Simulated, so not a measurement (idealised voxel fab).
Process module, titled voxel self aligned contacts
Section shown: cut. Width: 270 nm. Cell size: 5 nm, square.
Cross-section = grid of square cells, listed top down in bands; band = one or more rows. This entry defines a band. It first specifies the height of the band's top and the height of its bottom in nm, and then specifies the band's materials from left to right, stating each material with its width in nm. The word "throughout" identifies a single material that fills the band from edge to edge, while the word "blank" identifies empty space. Height reference: 0 = level under which incoming wafer is all one material. Lowest band: no bottom, runs on downward, e.g. "0..down". You'd read "30 to 40" like this: the band's top row of cells is as wide as the first number, its bottom row is as wide as the second, and going down, every row changes width by the same amount as the row before did. "nothing changed", as given for a step, is the statement that not any cell of the cross-section underwent a change during that step. Any empty space of 8 cells or more lacking an open way to the top shows up in "Closed cavities" as width x height at distance, distance from the left edge, in nm. after a step's settings: what the simulator itself notes on the step. The setting "overlay nm" may be written on the line of a step. When the step uses a mask, the value reports how far to the right of the planned place the mask lay, and a negative value reports that it lay to the left.
# The following list gives the planned process steps
1. RECEIVE with material Si
2. OXIDIZE with depth nm 5
3. DIRECTIONAL_DEP with material polySi, thk nm 30
4. DIRECTIONAL_DEP with material SiN, thk nm 20
5. DIRECTIONAL_DEP with material aC, thk nm 10
6. PATTERN with tone cover, mask id GATE, material resist, width nm 35, pitch nm 70, thk nm 25, overlay nm 0
7. DIRECTIONAL_ETCH with etch materials aC, depth nm 10
8. STRIP with etch materials resist
9. DIRECTIONAL_ETCH with etch materials SiN, depth nm 20
10. DIRECTIONAL_ETCH with etch materials polySi, depth nm 30
11. STRIP with etch materials aC
12. CONFORMAL_DEP with material SiN, thk nm 10
13. DIRECTIONAL_ETCH with etch materials SiN, depth nm 10
14. FILL_DEP with material SiO2, thk nm 15
15. CMP with height nm 60
16. PATTERN with tone open, mask id CONTACT, material resist, width nm 45, pitch nm 70, thk nm 15, overlay nm 0
17. DIRECTIONAL_ETCH with etch materials SiO2, depth nm 65
18. STRIP with etch materials resist
19. CONFORMAL_DEP with material TiN, thk nm 5
20. FILL_DEP with material Ru, thk nm 5
21. CMP with height nm 60
22. CONFORMAL_DEP with material SiN, thk nm 5
# Cross-section of the wafer at receipt, which is the condition after step 1
- 0..down  Si throughout
- Closed cavities: none
# The plan above was carried out on the starting structure above with one mistake, and this cross-section shows the wafer at the end of the module
- 65..60  SiN throughout
- 60..50  SiO2 (75) | TiN (5 to 15) | Ru (35 to 15) | TiN (5 to 15) | SiO2 (25) | TiN (5 to 15) | Ru (35 to 15) | TiN (5 to 15) | SiO2 (80)
- 50..30  SiO2 (40) | SiN (45) | TiN (5) | Ru (15) | TiN (5) | SiN (45) | TiN (5) | Ru (15) | TiN (5) | SiN (45) | SiO2 (45)
- 30..0  SiO2 (40) | SiN (10) | polySi (25) | SiN (10) | TiN (5) | Ru (15) | TiN (5) | SiN (10) | polySi (25) | SiN (10) | TiN (5) | Ru (15) | TiN (5) | SiN (10) | polySi (25) | SiN (10) | SiO2 (45)
- 0..-5  SiO2 (85) | TiN (25) | SiO2 (45) | TiN (25) | SiO2 (90)
- -5..down  Si throughout
- Closed cavities: none
what went wrong: step 6 did not happen as planned, as run it was PATTERN with tone cover, mask id GATE, material resist, width nm 25, pitch nm 70, thk nm 25, overlay nm 0
